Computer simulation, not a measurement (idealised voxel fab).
Module name: voxel self aligned contacts (process module)
The figure presents cross-section cut, which has a width of 260 nm and is divided into square cells with an edge length of 5 nm.
Cross-section = grid of square cells, listed top down in bands; band = one or more rows. What a band's entry tells you: where the top is and where the bottom is, as heights in nm, and after that what lies inside, material by material from left to right, each with its width in nm. Empty space is written as the word "empty", and a single material marked with the word "all across" occupies the band from edge to edge. Zero point of the height axis is 0; under it, received wafer = one material. Lowest band: continues down indefinitely, "0 -> down". The notation "30->40" denotes a width that varies across the rows of cells in the band, beginning at the first number in the top row, finishing at the second number in the bottom row, and changing by an identical amount from each row to the next. Where the words "changes: none" appear for a step, the cross-section shows no cell changed by that step; every cell remained as before. The label "Closed internal voids" introduces a list of the empty spaces, 8 cells or larger, that have no open way up to the top; each entry in it reads width x height at distance, where the distance is taken from the left edge and all three are stated in nm. Where a step's line continues beyond its settings, the continuation is a remark by the simulator itself on that step. If you see "overlay nm" on a step's line and that step has a mask, it's telling you how far right of where it was planned the mask ended up; a negative number means it went left instead.
Intended process steps:
1. op RECEIVE | material Si
2. op OXIDIZE | depth nm 5
3. op DIRECTIONAL_DEP | material polySi | thk nm 30
4. op DIRECTIONAL_DEP | material SiN | thk nm 15
5. op MASKED_ETCH | tone cover | mask id GATE | width nm 25 | pitch nm 60 | etch materials SiN | depth nm 15 | overlay nm 0
6. op MASKED_ETCH | tone cover | mask id GATE | width nm 25 | pitch nm 60 | etch materials polySi | depth nm 30 | overlay nm 0
7. op CONFORMAL_DEP | material SiN | thk nm 5
8. op DIRECTIONAL_ETCH | etch materials SiN | depth nm 5
9. op FILL_DEP | material SiO2 | thk nm 20
10. op CMP | height nm 55
11. op MASKED_ETCH | tone open | mask id CONTACT | width nm 45 | etch materials SiO2 | depth nm 60 | overlay nm 0
12. op CONFORMAL_DEP | material TiN | thk nm 5
13. op FILL_DEP | material W | thk nm 10
14. op CMP | height nm 55
15. op CONFORMAL_DEP | material SiN | thk nm 5
Incoming wafer in cross-section (state: after step 1):
> 0 -> down = Si all across
> Closed internal voids: none
first wafer at the end, as planned:
> 60 -> 55 = SiN all across
> 55 -> 45 = 105 nm SiO2; 5->15 nm TiN; 35->15 nm W; 5->15 nm TiN; 110 nm SiO2
> 45 -> 30 = 80 nm SiO2; 35 nm SiN; 5 nm TiN; 15 nm W; 5 nm TiN; 35 nm SiN; 85 nm SiO2
> 30 -> 0 = 80 nm SiO2; 5 nm SiN; 25 nm polySi; 5 nm SiN; 5 nm TiN; 15 nm W; 5 nm TiN; 5 nm SiN; 25 nm polySi; 5 nm SiN; 85 nm SiO2
> 0 -> -5 = 115 nm SiO2; 25 nm TiN; 120 nm SiO2
> -5 -> down = Si all across
> Closed internal voids: none
second wafer at the end: like start, like plan, one mistake:
> 60 -> 55 = SiN all across
> 55 -> 45 = 105 nm SiO2; 5 nm TiN; 35 nm W; 5 nm TiN; 110 nm SiO2
> 45 -> 40 = 105 nm SiO2; 10 nm TiN; 25 nm W; 10 nm TiN; 110 nm SiO2
> 40 -> 30 = 85 nm SiO2; 25 nm SiN; 5 nm TiN; 25 nm W; 5 nm TiN; 25 nm SiN; 90 nm SiO2
> 30 -> 0 = 85 nm SiO2; 25 nm polySi; 5 nm TiN; 25 nm W; 5 nm TiN; 25 nm polySi; 90 nm SiO2
> 0 -> -5 = 110 nm SiO2; 35 nm TiN; 115 nm SiO2
> -5 -> down = Si all across
> Closed internal voids: none
Here's what went sideways: plan step 7 was not performed, having been skipped
Bottom line after processing is that, in cells, the second wafer is up or down on some materials versus the first: SiN: 46 fewer, SiO2: 24 more, W: 22 more
